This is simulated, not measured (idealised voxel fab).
The following process module bears the name voxel transistor to metal.
Cross-section cut spans 200 nm and uses square cells 5 nm in size.
This document writes a cross-section as a grid whose cells are square, and gives it as bands, listed from the top down; one or more rows of cells form a band.
Band entry format. Leading values: height of top, height of bottom, nm. Remainder: materials in left-to-right order, each with its width in nm. Special words: "edge to edge" on a single material, which then fills the band edge to edge; "empty", empty space.
It should be noted that heights are counted from 0, beneath which the wafer as supplied is of one material throughout, and that the lowest band possesses no lower boundary but continues downward, as written in "0 nm and below".
So if you see something like "30..40" for the width, read it as the top row of the band sitting at the first number and the bottom row at the second, with every row in between moving by the same amount as the last.
Given "everything unchanged" for a step, no cell of the cross-section differs between before and after that step.
Non-vented voids: empty space of 8 cells or more with no open way to the top, each as width x height at its distance from the left edge, in nm
That trailing text on a step's line, after the settings, is the simulator's own remark on the step.
overlay nm: step with mask; distance mask lay right of planned place; negative value = left of planned place.

**List of planned process steps**
1 RECEIVE, material Si
2 OXIDIZE, depth nm 5
3 CONFORMAL_DEP, material SiN, thk nm 10
4 MASKED_ETCH, tone cover, mask id ACTIVE, width nm 110, etch materials SiN, depth nm 10, overlay nm 0
5 MASKED_ETCH, tone cover, mask id ACTIVE, width nm 110, etch materials SiO2, depth nm 5, overlay nm 0
6 MASKED_ETCH, tone cover, mask id ACTIVE, width nm 110, etch materials Si, depth nm 35, overlay nm 0
7 OXIDIZE, depth nm 5
8 FILL_DEP, material SiO2, thk nm 5
9 CMP, height nm 10
10 SELECTIVE_ETCH, etch materials SiO2, depth nm 10
11 STRIP, etch materials SiN
12 SELECTIVE_ETCH, etch materials SiO2, depth nm 5
13 OXIDIZE, depth nm 5
14 DIRECTIONAL_DEP, material polySi, thk nm 25
15 DIRECTIONAL_DEP, material SiCN, thk nm 15
16 DIRECTIONAL_DEP, material aC, thk nm 15
17 PATTERN, tone cover, mask id GATE, material resist, width nm 20, thk nm 30, overlay nm 0
18 DIRECTIONAL_ETCH, etch materials aC, depth nm 15
19 STRIP, etch materials resist
20 DIRECTIONAL_ETCH, etch materials SiCN, depth nm 25
21 DIRECTIONAL_ETCH, etch materials polySi, depth nm 35
22 STRIP, etch materials aC
23 CONFORMAL_DEP, material SiO2, thk nm 5
24 DIRECTIONAL_ETCH, etch materials SiO2, depth nm 5
25 CONFORMAL_DEP, material SiN, thk nm 5
26 DIRECTIONAL_ETCH, etch materials SiN, depth nm 5
27 DIRECTIONAL_ETCH, etch materials SiO2, depth nm 5
28 DIRECTIONAL_ETCH, etch materials Si, depth nm 10
29 EPI, material nSi, thk nm 10
30 FILL_DEP, material SiO2, thk nm 10
31 CMP, height nm 35
32 DIRECTIONAL_DEP, material SiO2, thk nm 15
33 DIRECTIONAL_DEP, material aC, thk nm 10
34 PATTERN, tone open, mask id CONTACT, material resist, width nm 20, pitch nm 80, thk nm 25, overlay nm 0
35 DIRECTIONAL_ETCH, etch materials aC, depth nm 10
36 STRIP, etch materials resist
37 DIRECTIONAL_ETCH, etch materials SiO2, depth nm 60
38 STRIP, etch materials aC
39 CONFORMAL_DEP, material TiN, thk nm 5
40 FILL_DEP, material W, thk nm 10
41 CMP, height nm 50
42 CONFORMAL_DEP, material SiN, thk nm 5
43 DIRECTIONAL_DEP, material lowk, thk nm 25
44 MASKED_ETCH, tone open, mask id METAL_1, width nm 20, pitch nm 80, etch materials lowk, depth nm 25, overlay nm 0
45 MASKED_ETCH, tone open, mask id METAL_1, width nm 20, pitch nm 80, etch materials SiN, depth nm 5, overlay nm 0
46 CONFORMAL_DEP, material TiN, thk nm 5
47 FILL_DEP, material W, thk nm 10
48 CMP, height nm 80
49 EPI, material Ru, thk nm 5
50 FILL_DEP, material SiCN, thk nm 5

**This is the cross-section of the wafer as we received it, i.e. after step 1**
  0 nm and below  Si edge to edge
  Non-vented voids: none

**First wafer of two, sectioned at end of module; run went per plan**
  90 nm to 85 nm  SiCN edge to edge
  85 nm to 80 nm  45 SiCN | 30 Ru | 50 SiCN | 30 Ru | 45 SiCN
  80 nm to 55 nm  50 lowk | 5 TiN | 10 W | 5 TiN | 60 lowk | 5 TiN | 10 W | 5 TiN | 50 lowk
  55 nm to 50 nm  50 SiN | 20 TiN | 60 SiN | 20 TiN | 50 SiN
  50 nm to 35 nm  50 SiO2 | 5 TiN | 10 W | 5 TiN | 60 SiO2 | 5 TiN | 10 W | 5 TiN | 50 SiO2
  35 nm to 20 nm  50 SiO2 | 5 TiN | 10 W | 5 TiN | 10 SiO2 | 5 SiN | 5 SiO2 | 20 SiCN | 5 SiO2 | 5 SiN | 10 SiO2 | 5 TiN | 10 W | 5 TiN | 50 SiO2
  20 nm to 0 nm  50 SiO2 | 5 TiN | 10 W | 5 TiN | 10 SiO2 | 5 SiN | 5 SiO2 | 20 polySi | 5 SiO2 | 5 SiN | 10 SiO2 | 5 TiN | 10 W | 5 TiN | 50 SiO2
  0 nm to -5 nm  50 SiO2 | 5 TiN | 10 W | 5 TiN | 10 nSi | 5 SiN | 5 SiO2 | 20 polySi | 5 SiO2 | 5 SiN | 10 nSi | 5 TiN | 10 W | 5 TiN | 50 SiO2
  -5 nm to -10 nm  50 SiO2 | 20 TiN | 10 nSi | 40 SiO2 | 10 nSi | 20 TiN | 50 SiO2
  -10 nm to -20 nm  50 SiO2 | 30 nSi | 40 Si | 30 nSi | 50 SiO2
  -20 nm to -45 nm  50 SiO2 | 100 Si | 50 SiO2
  -45 nm and below  Si edge to edge
  Non-vented voids: none

**Cross-section, second wafer: same start as the first, same plan as the first, one mistake in running it; taken at the end of the module**
  90 nm to 85 nm  SiCN edge to edge
  85 nm to 80 nm  45 SiCN | 30 Ru | 50 SiCN | 30 Ru | 45 SiCN
  80 nm to 75 nm  50 SiN | 20 TiN | 60 SiN | 20 TiN | 50 SiN
  75 nm to 50 nm  lowk edge to edge
  50 nm to 35 nm  50 SiO2 | 5 TiN | 10 W | 5 TiN | 60 SiO2 | 5 TiN | 10 W | 5 TiN | 50 SiO2
  35 nm to 20 nm  50 SiO2 | 5 TiN | 10 W | 5 TiN | 10 SiO2 | 5 SiN | 5 SiO2 | 20 SiCN | 5 SiO2 | 5 SiN | 10 SiO2 | 5 TiN | 10 W | 5 TiN | 50 SiO2
  20 nm to 0 nm  50 SiO2 | 5 TiN | 10 W | 5 TiN | 10 SiO2 | 5 SiN | 5 SiO2 | 20 polySi | 5 SiO2 | 5 SiN | 10 SiO2 | 5 TiN | 10 W | 5 TiN | 50 SiO2
  0 nm to -5 nm  50 SiO2 | 5 TiN | 10 W | 5 TiN | 10 nSi | 5 SiN | 5 SiO2 | 20 polySi | 5 SiO2 | 5 SiN | 10 nSi | 5 TiN | 10 W | 5 TiN | 50 SiO2
  -5 nm to -10 nm  50 SiO2 | 20 TiN | 10 nSi | 40 SiO2 | 10 nSi | 20 TiN | 50 SiO2
  -10 nm to -20 nm  50 SiO2 | 30 nSi | 40 Si | 30 nSi | 50 SiO2
  -20 nm to -45 nm  50 SiO2 | 100 Si | 50 SiO2
  -45 nm and below  Si edge to edge
  Non-vented voids: none
Where did the run depart from the plan? the processing plan was not followed for steps 42 and 43, which were run with their positions exchanged
The final cell counts differ between the wafers, with the second having more or fewer of some materials than the first: TiN -20, W -20, lowk +40
